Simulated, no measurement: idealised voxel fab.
Process module, titled voxel transistor to metal
Each square cell in cross-section cut measures 5 nm, and the section as a whole is 185 nm wide.
Notation: cross-section as square-cell grid; stated in bands, top first, going down; one or more cell rows per band.
Basically the band line says how high the top is and how high the bottom is, in nm, and then what's in it from left to right, every material with its width in nm. Empty space shows up as "air", and if a single material carries "full width" it runs the full band edge to edge.
Below 0: as-received wafer, all one material; heights counted from there. Lowest band: no bottom, goes on down, written "0 -> down".
Width spec "30..40" -> top row of cells at first value, bottom row at second value, equal per-row change in between.
For the purposes of this document, the phrase "no modification" attached to a step denotes that no cell within the cross-section was modified by that step.
Look at "Trapped void list" for the closed voids: empty spaces with no open path to the top, sized 8 cells or up. Each is width x height at distance, distance from the left edge, all nm.
Past the settings on a step's line: simulator remark, on that step.
"overlay nm" on a masked step: distance the mask lay right of its planned place, negative for left.
**Process steps foreseen in the plan**
1. RECEIVE | material Si
2. OXIDIZE | depth nm 5
3. CONFORMAL_DEP | material SiN | thk nm 10
4. DIRECTIONAL_DEP | material aC | thk nm 15
5. PATTERN | tone cover | mask id ACTIVE | material resist | width nm 110 | thk nm 30 | overlay nm 0
6. DIRECTIONAL_ETCH | etch materials aC | depth nm 15
7. STRIP | etch materials resist
8. DIRECTIONAL_ETCH | etch materials SiN | depth nm 10
9. DIRECTIONAL_ETCH | etch materials SiO2 | depth nm 5
10. DIRECTIONAL_ETCH | etch materials Si | depth nm 30
11. STRIP | etch materials aC
12. FILL_DEP | material SiO2 | thk nm 15
13. CMP | height nm 10
14. SELECTIVE_ETCH | etch materials SiO2 | depth nm 10
15. STRIP | etch materials SiN
16. SELECTIVE_ETCH | etch materials SiO2 | depth nm 5
17. OXIDIZE | depth nm 5
18. DIRECTIONAL_DEP | material polySi | thk nm 20
19. DIRECTIONAL_DEP | material SiCN | thk nm 10
20. MASKED_ETCH | tone cover | mask id GATE | width nm 30 | etch materials SiCN | depth nm 20 | overlay nm 0
21. MASKED_ETCH | tone cover | mask id GATE | width nm 30 | etch materials polySi | depth nm 30 | overlay nm 0
22. CONFORMAL_DEP | material SiO2 | thk nm 5
23. DIRECTIONAL_ETCH | etch materials SiO2 | depth nm 5
24. CONFORMAL_DEP | material SiN | thk nm 5
25. DIRECTIONAL_ETCH | etch materials SiN | depth nm 5
26. DIRECTIONAL_ETCH | etch materials SiO2 | depth nm 5
27. DIRECTIONAL_ETCH | etch materials Si | depth nm 10
28. EPI | material nSi | thk nm 15
29. FILL_DEP | material SiO2 | thk nm 5
30. CMP | height nm 15
31. STRIP | etch materials polySi
32. SELECTIVE_ETCH | etch materials SiO2 | depth nm 5
33. CONFORMAL_DEP | material HfO2 | thk nm 5
34. CONFORMAL_DEP | material TiN | thk nm 5
35. FILL_DEP | material W | thk nm 10
36. CMP | height nm 10
37. DIRECTIONAL_DEP | material SiO2 | thk nm 10
38. DIRECTIONAL_DEP | material aC | thk nm 10
39. PATTERN | tone open | mask id CONTACT | material resist | width nm 15 | pitch nm 75 | thk nm 30 | overlay nm 0
40. DIRECTIONAL_ETCH | etch materials aC | depth nm 10
41. STRIP | etch materials resist
42. DIRECTIONAL_ETCH | etch materials SiO2 | depth nm 25
43. STRIP | etch materials aC
44. CONFORMAL_DEP | material TiN | thk nm 5
45. FILL_DEP | material Ru | thk nm 10
46. CMP | height nm 20
47. CONFORMAL_DEP | material SiN | thk nm 5
48. DIRECTIONAL_DEP | material lowk | thk nm 25
49. MASKED_ETCH | tone open | mask id METAL_1 | width nm 15 | pitch nm 75 | etch materials lowk | depth nm 25 | overlay nm 0
50. MASKED_ETCH | tone open | mask id METAL_1 | width nm 15 | pitch nm 75 | etch materials SiN | depth nm 5 | overlay nm 0
51. CONFORMAL_DEP | material TiN | thk nm 5
52. FILL_DEP | material Ru | thk nm 10
53. CMP | height nm 50
54. EPI | material Ru | thk nm 5
55. FILL_DEP | material SiCN | thk nm 5
56. DIRECTIONAL_DEP | material lowk | thk nm 30
57. PATTERN | tone open | mask id METAL_2 | material resist | width nm 15 | pitch nm 75 | thk nm 15 | overlay nm 0
58. DIRECTIONAL_ETCH | etch materials lowk | depth nm 20
59. STRIP | etch materials resist
60. MASKED_ETCH | tone open | mask id METAL_2_HOLES | width nm 15 | pitch nm 75 | etch materials lowk | depth nm 10 | overlay nm 0
61. MASKED_ETCH | tone open | mask id METAL_2_HOLES | width nm 15 | pitch nm 75 | etch materials SiCN | depth nm 5 | overlay nm 0
62. CONFORMAL_DEP | material TiN | thk nm 5
63. FILL_DEP | material Cu | thk nm 10
64. CMP | height nm 90
65. CONFORMAL_DEP | material SiN | thk nm 5
**So this is the incoming wafer in cross-section - it's already been through step 1**
* 0 -> down | Si full width
* Trapped void list: none
**Cross-sectional view of the first of the two wafers upon completion of the module, processed in accordance with the plan**
* 95 -> 90 | SiN full width
* 90 -> 60 | lowk (45), then TiN (5), then Cu (5), then TiN (5), then lowk (60), then TiN (5), then Cu (5), then TiN (5), then lowk (50)
* 60 -> 55 | SiCN (45), then TiN (15), then SiCN (60), then TiN (15), then SiCN (50)
* 55 -> 50 | SiCN (40), then Ru (25), then SiCN (50), then Ru (25), then SiCN (45)
* 50 -> 25 | lowk (45), then TiN (5), then Ru (5), then TiN (5), then lowk (60), then TiN (5), then Ru (5), then TiN (5), then lowk (50)
* 25 -> 20 | SiN (45), then TiN (15), then SiN (60), then TiN (15), then SiN (50)
* 20 -> 10 | SiO2 (45), then TiN (5), then Ru (5), then TiN (5), then SiO2 (60), then TiN (5), then Ru (5), then TiN (5), then SiO2 (50)
* 10 -> 5 | SiO2 (45), then TiN (15), then SiO2 (5), then SiN (5), then HfO2 (5), then TiN (5), then W (20), then TiN (5), then HfO2 (5), then SiN (5), then SiO2 (5), then TiN (15), then SiO2 (50)
* 5 -> 0 | SiO2 (45), then TiN (5), then nSi (15), then SiN (5), then HfO2 (5), then TiN (5), then W (20), then TiN (5), then HfO2 (5), then SiN (5), then nSi (15), then TiN (5), then SiO2 (50)
* 0 -> -5 | SiO2 (45), then TiN (5), then nSi (15), then SiN (5), then HfO2 (5), then TiN (30), then HfO2 (5), then SiN (5), then nSi (15), then TiN (5), then SiO2 (50)
* -5 -> -10 | SiO2 (30), then nSi (35), then SiO2 (5), then HfO2 (40), then SiO2 (5), then nSi (35), then SiO2 (35)
* -10 -> -20 | SiO2 (35), then nSi (30), then Si (50), then nSi (30), then SiO2 (40)
* -20 -> -35 | SiO2 (35), then Si (110), then SiO2 (40)
* -35 -> down | Si full width
* Trapped void list: none
**Second wafer through the module, sectioned at the end: same beginning and same plan as the first wafer, with one mistake in carrying it out**
* 105 -> 90 | SiN full width
* 90 -> 60 | lowk (45), then TiN (5), then Cu (5), then TiN (5), then lowk (60), then TiN (5), then Cu (5), then TiN (5), then lowk (50)
* 60 -> 55 | SiCN (45), then TiN (15), then SiCN (60), then TiN (15), then SiCN (50)
* 55 -> 50 | SiCN (40), then Ru (25), then SiCN (50), then Ru (25), then SiCN (45)
* 50 -> 25 | lowk (45), then TiN (5), then Ru (5), then TiN (5), then lowk (60), then TiN (5), then Ru (5), then TiN (5), then lowk (50)
* 25 -> 20 | SiN (45), then TiN (15), then SiN (60), then TiN (15), then SiN (50)
* 20 -> 10 | SiO2 (45), then TiN (5), then Ru (5), then TiN (5), then SiO2 (60), then TiN (5), then Ru (5), then TiN (5), then SiO2 (50)
* 10 -> 5 | SiO2 (45), then TiN (15), then SiO2 (5), then SiN (5), then HfO2 (5), then TiN (5), then W (20), then TiN (5), then HfO2 (5), then SiN (5), then SiO2 (5), then TiN (15), then SiO2 (50)
* 5 -> 0 | SiO2 (45), then TiN (5), then nSi (15), then SiN (5), then HfO2 (5), then TiN (5), then W (20), then TiN (5), then HfO2 (5), then SiN (5), then nSi (15), then TiN (5), then SiO2 (50)
* 0 -> -5 | SiO2 (45), then TiN (5), then nSi (15), then SiN (5), then HfO2 (5), then TiN (30), then HfO2 (5), then SiN (5), then nSi (15), then TiN (5), then SiO2 (50)
* -5 -> -10 | SiO2 (30), then nSi (35), then SiO2 (5), then HfO2 (40), then SiO2 (5), then nSi (35), then SiO2 (35)
* -10 -> -20 | SiO2 (35), then nSi (30), then Si (50), then nSi (30), then SiO2 (40)
* -20 -> -35 | SiO2 (35), then Si (110), then SiO2 (40)
* -35 -> down | Si full width
* Trapped void list: none
Misprocessing identified: for step 65, the planned setting was not used; the step was instead run as CONFORMAL_DEP | material SiN | thk nm 15
Wafer comparison, final, in cells, second relative to first, materials more or fewer: SiN: 74 more
